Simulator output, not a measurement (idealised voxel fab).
Name of the process module below: voxel capacitor over wiring
Cross-section cut spans 240 nm and uses square cells 5 nm in size.
Bands, listed from the top down, are how a cross-section gets written in this document; the cross-section itself is a grid of square cells, and a band is one or more rows of them. Band: top height; bottom height; in nm. Then, left to right: material with width in nm, for each material. "edge to edge": a single material spanning edge to edge. "air": empty space. It should be noted that heights are counted from 0, beneath which the wafer as supplied is of one material throughout, and that the lowest band possesses no lower boundary but continues downward, as written in "z 0 and below". You'd read "30..40" like this: the band's top row of cells is as wide as the first number, its bottom row is as wide as the second, and going down, every row changes width by the same amount as the row before did. When a step is marked "same as before", none of the cells in the cross-section changed during that step. Empty spaces counting at least 8 cells and having no open way to the top are listed in "Unvented internal voids". The notation width x height at distance is used for each, the distance being from the left edge and all three values in nm. Post-settings text on a step line: simulator's own remark regarding the step. "overlay nm" answers the question of how far to the right of plan the mask lay on a step that has a mask, and when it is negative the answer is to the left.
# Below is the list of planned process steps
1,RECEIVE,material Si
2,CONFORMAL_DEP,material SiO2,thk nm 15
3,DIRECTIONAL_DEP,material TiN,thk nm 5
4,DIRECTIONAL_DEP,material W,thk nm 25
5,PATTERN,tone cover,mask id METAL_1,material resist,width nm 25,pitch nm 90,thk nm 20,overlay nm 0
6,DIRECTIONAL_ETCH,etch materials W,depth nm 25
7,DIRECTIONAL_ETCH,etch materials TiN,depth nm 5
8,STRIP,etch materials resist
9,CONFORMAL_DEP,material SiN,thk nm 5
10,FILL_DEP,material lowk,thk nm 5
11,CMP,height nm 45
12,CONFORMAL_DEP,material SiCN,thk nm 5
13,DIRECTIONAL_DEP,material SiO2,thk nm 15
14,DIRECTIONAL_DEP,material aC,thk nm 15
15,PATTERN,tone open,mask id PLUG_1,material resist,width nm 15,thk nm 30,overlay nm 0
16,DIRECTIONAL_ETCH,etch materials aC,depth nm 15
17,STRIP,etch materials resist
18,DIRECTIONAL_ETCH,etch materials SiO2,depth nm 15
19,DIRECTIONAL_ETCH,etch materials SiCN,depth nm 5
20,STRIP,etch materials aC
21,CONFORMAL_DEP,material TiN,thk nm 5
22,FILL_DEP,material Ru,thk nm 10
23,CMP,height nm 65
24,DIRECTIONAL_DEP,material TiN,thk nm 5
25,DIRECTIONAL_DEP,material Al2O3,thk nm 5
26,DIRECTIONAL_DEP,material TiN,thk nm 5
27,DIRECTIONAL_DEP,material aC,thk nm 10
28,PATTERN,tone cover,mask id UPPER_PLATE,material resist,width nm 70,thk nm 25,overlay nm 0
29,DIRECTIONAL_ETCH,etch materials aC,depth nm 10
30,STRIP,etch materials resist
31,DIRECTIONAL_ETCH,etch materials TiN,depth nm 5
32,DIRECTIONAL_ETCH,etch materials Al2O3,depth nm 5
33,STRIP,etch materials aC
34,PATTERN,tone cover,mask id LOWER_PLATE,material resist,width nm 80,thk nm 15,overlay nm 0
35,DIRECTIONAL_ETCH,etch materials TiN,depth nm 5
36,STRIP,etch materials resist
37,FILL_DEP,material SiO2,thk nm 15
38,CMP,height nm 90
39,PATTERN,tone open,mask id PLUG_2,material resist,width nm 15,thk nm 15,overlay nm 0
40,DIRECTIONAL_ETCH,etch materials SiO2,depth nm 10
41,STRIP,etch materials resist
42,CONFORMAL_DEP,material TiN,thk nm 5
43,FILL_DEP,material Ru,thk nm 5
44,CMP,height nm 90
45,CONFORMAL_DEP,material SiN,thk nm 5
# First of the two wafers, run per plan
# Wafer cross-section on receipt, i.e. after step 1
z 0 and below = Si edge to edge
Unvented internal voids: none
# The wafer in cross-section once step 2 is complete
z 15 to 0 = SiO2 edge to edge
Below a height of 0, the structure has not been altered.
# The wafer in cross-section once step 3 is complete
z 20 to 15 = TiN edge to edge
Below a height of 15, the structure has not been altered.
# The wafer in cross-section once step 4 is complete
z 45 to 20 = W edge to edge
Below a height of 20, the structure has not been altered.
# The wafer in cross-section once step 5 is complete
z 65 to 45 = 60 of air, 25 of resist, 65 of air, 25 of resist, 65 of air
Below a height of 45, the structure has not been altered.
# The wafer in cross-section once step 6 is complete
z 65 to 45 = 60 of air, 25 of resist, 65 of air, 25 of resist, 65 of air
z 45 to 20 = 60 of air, 25 of W, 65 of air, 25 of W, 65 of air
Below a height of 20, the structure has not been altered.
# The wafer in cross-section once step 7 is complete
z 65 to 45 = 60 of air, 25 of resist, 65 of air, 25 of resist, 65 of air
z 45 to 20 = 60 of air, 25 of W, 65 of air, 25 of W, 65 of air
z 20 to 15 = 60 of air, 25 of TiN, 65 of air, 25 of TiN, 65 of air
Below a height of 15, the structure has not been altered.
# The wafer in cross-section once step 8 is complete
z 45 to 20 = 60 of air, 25 of W, 65 of air, 25 of W, 65 of air
Below a height of 20, the structure has not been altered.
# The wafer in cross-section once step 9 is complete
z 50 to 45 = 55 of air, 35 of SiN, 55 of air, 35 of SiN, 60 of air
z 45 to 20 = 55 of air, 5 of SiN, 25 of W, 5 of SiN, 55 of air, 5 of SiN, 25 of W, 5 of SiN, 60 of air
z 20 to 15 = 60 of SiN, 25 of TiN, 65 of SiN, 25 of TiN, 65 of SiN
Below a height of 15, the structure has not been altered.
# The wafer in cross-section once step 10 is complete
z 55 to 50 = lowk edge to edge
z 50 to 45 = 55 of lowk, 35 of SiN, 55 of lowk, 35 of SiN, 60 of lowk
z 45 to 20 = 55 of lowk, 5 of SiN, 25 of W, 5 of SiN, 55 of lowk, 5 of SiN, 25 of W, 5 of SiN, 60 of lowk
Below a height of 20, the structure has not been altered.
# The wafer in cross-section once step 11 is complete
z 45 to 20 = 55 of lowk, 5 of SiN, 25 of W, 5 of SiN, 55 of lowk, 5 of SiN, 25 of W, 5 of SiN, 60 of lowk
Below a height of 20, the structure has not been altered.
# The wafer in cross-section once step 12 is complete
z 50 to 45 = SiCN edge to edge
Below a height of 45, the structure has not been altered.
# The wafer in cross-section once step 13 is complete
z 65 to 50 = SiO2 edge to edge
Below a height of 50, the structure has not been altered.
# The wafer in cross-section once step 14 is complete
z 80 to 65 = aC edge to edge
Below a height of 65, the structure has not been altered.
# The wafer in cross-section once step 15 is complete
z 110 to 80 = 70 of resist, 15 of air, 155 of resist
Below a height of 80, the structure has not been altered.
# The wafer in cross-section once step 16 is complete
z 95 to 80 = 70 of resist, 15 of air, 155 of resist
z 80 to 65 = 70 of aC, 15 of air, 155 of aC
Below a height of 65, the structure has not been altered.
# The wafer in cross-section once step 17 is complete
z 80 to 65 = 70 of aC, 15 of air, 155 of aC
Below a height of 65, the structure has not been altered.
# The wafer in cross-section once step 18 is complete
z 80 to 65 = 70 of aC, 15 of air, 155 of aC
z 65 to 50 = 70 of SiO2, 15 of air, 155 of SiO2
Below a height of 50, the structure has not been altered.
# The wafer in cross-section once step 19 is complete
z 80 to 65 = 70 of aC, 15 of air, 155 of aC
z 65 to 50 = 70 of SiO2, 15 of air, 155 of SiO2
z 50 to 45 = 70 of SiCN, 15 of air, 155 of SiCN
Below a height of 45, the structure has not been altered.
# The wafer in cross-section once step 20 is complete
z 65 to 50 = 70 of SiO2, 15 of air, 155 of SiO2
Below a height of 50, the structure has not been altered.
# The wafer in cross-section once step 21 is complete
z 70 to 65 = 75 of TiN, 5 of air, 160 of TiN
z 65 to 50 = 70 of SiO2, 5 of TiN, 5 of air, 5 of TiN, 155 of SiO2
z 50 to 45 = 70 of SiCN, 15 of TiN, 155 of SiCN
Below a height of 45, the structure has not been altered.
# The wafer in cross-section once step 22 is complete
z 80 to 70 = Ru edge to edge
z 70 to 65 = 75 of TiN, 5 of Ru, 160 of TiN
z 65 to 50 = 70 of SiO2, 5 of TiN, 5 of Ru, 5 of TiN, 155 of SiO2
Below a height of 50, the structure has not been altered.
# The wafer in cross-section once step 23 is complete
z 65 to 50 = 70 of SiO2, 5 of TiN, 5 of Ru, 5 of TiN, 155 of SiO2
Below a height of 50, the structure has not been altered.
# The wafer in cross-section once step 24 is complete
z 70 to 65 = TiN edge to edge
Below a height of 65, the structure has not been altered.
# The wafer in cross-section once step 25 is complete
z 75 to 70 = Al2O3 edge to edge
Below a height of 70, the structure has not been altered.
# The wafer in cross-section once step 26 is complete
z 80 to 75 = TiN edge to edge
Below a height of 75, the structure has not been altered.
# The wafer in cross-section once step 27 is complete
z 90 to 80 = aC edge to edge
Below a height of 80, the structure has not been altered.
# The wafer in cross-section once step 28 is complete
z 115 to 90 = 70 of air, 70 of resist, 100 of air
Below a height of 90, the structure has not been altered.
# The wafer in cross-section once step 29 is complete
z 105 to 90 = 70 of air, 70 of resist, 100 of air
z 90 to 80 = 70 of air, 70 of aC, 100 of air
Below a height of 80, the structure has not been altered.
# The wafer in cross-section once step 30 is complete
z 90 to 80 = 70 of air, 70 of aC, 100 of air
Below a height of 80, the structure has not been altered.
# The wafer in cross-section once step 31 is complete
z 90 to 80 = 70 of air, 70 of aC, 100 of air
z 80 to 75 = 70 of air, 70 of TiN, 100 of air
Below a height of 75, the structure has not been altered.
# The wafer in cross-section once step 32 is complete
z 90 to 80 = 70 of air, 70 of aC, 100 of air
z 80 to 75 = 70 of air, 70 of TiN, 100 of air
z 75 to 70 = 70 of air, 70 of Al2O3, 100 of air
Below a height of 70, the structure has not been altered.
# The wafer in cross-section once step 33 is complete
z 80 to 75 = 70 of air, 70 of TiN, 100 of air
Below a height of 75, the structure has not been altered.
# The wafer in cross-section once step 34 is complete
z 95 to 80 = 65 of air, 80 of resist, 95 of air
z 80 to 75 = 65 of air, 5 of resist, 70 of TiN, 5 of resist, 95 of air
z 75 to 70 = 65 of air, 5 of resist, 70 of Al2O3, 5 of resist, 95 of air
Below a height of 70, the structure has not been altered.
# The wafer in cross-section once step 35 is complete
z 95 to 80 = 65 of air, 80 of resist, 95 of air
z 80 to 75 = 65 of air, 5 of resist, 70 of TiN, 5 of resist, 95 of air
z 75 to 70 = 65 of air, 5 of resist, 70 of Al2O3, 5 of resist, 95 of air
z 70 to 65 = 65 of air, 80 of TiN, 95 of air
Below a height of 65, the structure has not been altered.
# The wafer in cross-section once step 36 is complete
z 80 to 75 = 70 of air, 70 of TiN, 100 of air
z 75 to 70 = 70 of air, 70 of Al2O3, 100 of air
Below a height of 70, the structure has not been altered.
# The wafer in cross-section once step 37 is complete
z 95 to 80 = SiO2 edge to edge
z 80 to 75 = 70 of SiO2, 70 of TiN, 100 of SiO2
z 75 to 70 = 70 of SiO2, 70 of Al2O3, 100 of SiO2
z 70 to 65 = 65 of SiO2, 80 of TiN, 95 of SiO2
Below a height of 65, the structure has not been altered.
# The wafer in cross-section once step 38 is complete
z 90 to 80 = SiO2 edge to edge
Below a height of 80, the structure has not been altered.
# The wafer in cross-section once step 39 is complete
z 105 to 90 = 80 of resist, 15 of air, 145 of resist
Below a height of 90, the structure has not been altered.
# The wafer in cross-section once step 40 is complete
z 105 to 90 = 80 of resist, 15 of air, 145 of resist
z 90 to 80 = 80 of SiO2, 15 of air, 145 of SiO2
Below a height of 80, the structure has not been altered.
# The wafer in cross-section once step 41 is complete
z 90 to 80 = 80 of SiO2, 15 of air, 145 of SiO2
Below a height of 80, the structure has not been altered.
# The wafer in cross-section once step 42 is complete
z 95 to 90 = 85 of TiN, 5 of air, 150 of TiN
z 90 to 85 = 80 of SiO2, 5 of TiN, 5 of air, 5 of TiN, 145 of SiO2
z 85 to 75 = 80..70 of SiO2, 15..70 of TiN, 145..100 of SiO2
Below a height of 75, the structure has not been altered.
# The wafer in cross-section once step 43 is complete
z 100 to 95 = Ru edge to edge
z 95 to 90 = 85 of TiN, 5 of Ru, 150 of TiN
z 90 to 85 = 80 of SiO2, 5 of TiN, 5 of Ru, 5 of TiN, 145 of SiO2
Below a height of 85, the structure has not been altered.
# The wafer in cross-section once step 44 is complete
z 90 to 85 = 80 of SiO2, 5 of TiN, 5 of Ru, 5 of TiN, 145 of SiO2
Below a height of 85, the structure has not been altered.
# The wafer in cross-section once step 45 is complete
z 95 to 90 = SiN edge to edge
Below a height of 90, the structure has not been altered.
# Second of two: same start, same plan, one run error; steps up to and including 22 match the first
# Cross-section, second wafer, at the end time the plan gives for step 23
z 75 to 70 = Ru edge to edge
Below a height of 70, the structure has not been altered.
# Cross-section, second wafer, at the end time the plan gives for step 24
z 80 to 75 = TiN edge to edge
Below a height of 75, the structure has not been altered.
# Cross-section, second wafer, at the end time the plan gives for step 25
z 85 to 80 = Al2O3 edge to edge
Below a height of 80, the structure has not been altered.
# Cross-section, second wafer, at the end time the plan gives for step 26
z 90 to 85 = TiN edge to edge
Below a height of 85, the structure has not been altered.
# Cross-section, second wafer, at the end time the plan gives for step 27
z 100 to 90 = aC edge to edge
Below a height of 90, the structure has not been altered.
# Cross-section, second wafer, at the end time the plan gives for step 28
z 125 to 100 = 70 of air, 70 of resist, 100 of air
Below a height of 100, the structure has not been altered.
# Cross-section, second wafer, at the end time the plan gives for step 29
z 115 to 100 = 70 of air, 70 of resist, 100 of air
z 100 to 90 = 70 of air, 70 of aC, 100 of air
Below a height of 90, the structure has not been altered.
# Cross-section, second wafer, at the end time the plan gives for step 30
z 100 to 90 = 70 of air, 70 of aC, 100 of air
Below a height of 90, the structure has not been altered.
# Cross-section, second wafer, at the end time the plan gives for step 31
z 100 to 90 = 70 of air, 70 of aC, 100 of air
z 90 to 85 = 70 of air, 70 of TiN, 100 of air
Below a height of 85, the structure has not been altered.
# Cross-section, second wafer, at the end time the plan gives for step 32
z 100 to 90 = 70 of air, 70 of aC, 100 of air
z 90 to 85 = 70 of air, 70 of TiN, 100 of air
z 85 to 80 = 70 of air, 70 of Al2O3, 100 of air
Below a height of 80, the structure has not been altered.
# Cross-section, second wafer, at the end time the plan gives for step 33
z 90 to 85 = 70 of air, 70 of TiN, 100 of air
Below a height of 85, the structure has not been altered.
# Cross-section, second wafer, at the end time the plan gives for step 34
z 105 to 90 = 65 of air, 80 of resist, 95 of air
z 90 to 85 = 65 of air, 5 of resist, 70 of TiN, 5 of resist, 95 of air
z 85 to 80 = 65 of air, 5 of resist, 70 of Al2O3, 5 of resist, 95 of air
Below a height of 80, the structure has not been altered.
# Cross-section, second wafer, at the end time the plan gives for step 35
z 105 to 90 = 65 of air, 80 of resist, 95 of air
z 90 to 85 = 65 of air, 5 of resist, 70 of TiN, 5 of resist, 95 of air
z 85 to 80 = 65 of air, 5 of resist, 70 of Al2O3, 5 of resist, 95 of air
z 80 to 75 = 65 of air, 80 of TiN, 95 of air
Below a height of 75, the structure has not been altered.
# Cross-section, second wafer, at the end time the plan gives for step 36
z 90 to 85 = 70 of air, 70 of TiN, 100 of air
z 85 to 80 = 70 of air, 70 of Al2O3, 100 of air
Below a height of 80, the structure has not been altered.
# Cross-section, second wafer, at the end time the plan gives for step 37
z 105 to 90 = SiO2 edge to edge
z 90 to 85 = 70 of SiO2, 70 of TiN, 100 of SiO2
z 85 to 80 = 70 of SiO2, 70 of Al2O3, 100 of SiO2
z 80 to 75 = 65 of SiO2, 80 of TiN, 95 of SiO2
Below a height of 75, the structure has not been altered.
# Cross-section, second wafer, at the end time the plan gives for step 38
z 90 to 85 = 70 of SiO2, 70 of TiN, 100 of SiO2
Below a height of 85, the structure has not been altered.
# Cross-section, second wafer, at the end time the plan gives for step 39
z 105 to 90 = 80 of resist, 15 of air, 145 of resist
Below a height of 90, the structure has not been altered.
Cross-section, second wafer, at the end time the plan gives for step 40: same as before
# Cross-section, second wafer, at the end time the plan gives for step 41
z 90 to 85 = 70 of SiO2, 70 of TiN, 100 of SiO2
Below a height of 85, the structure has not been altered.
# Cross-section, second wafer, at the end time the plan gives for step 42
z 95 to 90 = TiN edge to edge
Below a height of 90, the structure has not been altered.
# Cross-section, second wafer, at the end time the plan gives for step 43
z 100 to 95 = Ru edge to edge
Below a height of 95, the structure has not been altered.
# Cross-section, second wafer, at the end time the plan gives for step 44
z 90 to 85 = 70 of SiO2, 70 of TiN, 100 of SiO2
Below a height of 85, the structure has not been altered.
# Cross-section, second wafer, at the end time the plan gives for step 45
z 95 to 90 = SiN edge to edge
Below a height of 90, the structure has not been altered.
Run error: step 23: run off-plan, actual operation and settings CMP,height nm 75
Wrapping up, a cell-based count of both wafers puts the second over or under the first for these materials: Ru +48; SiO2 -90; TiN +42
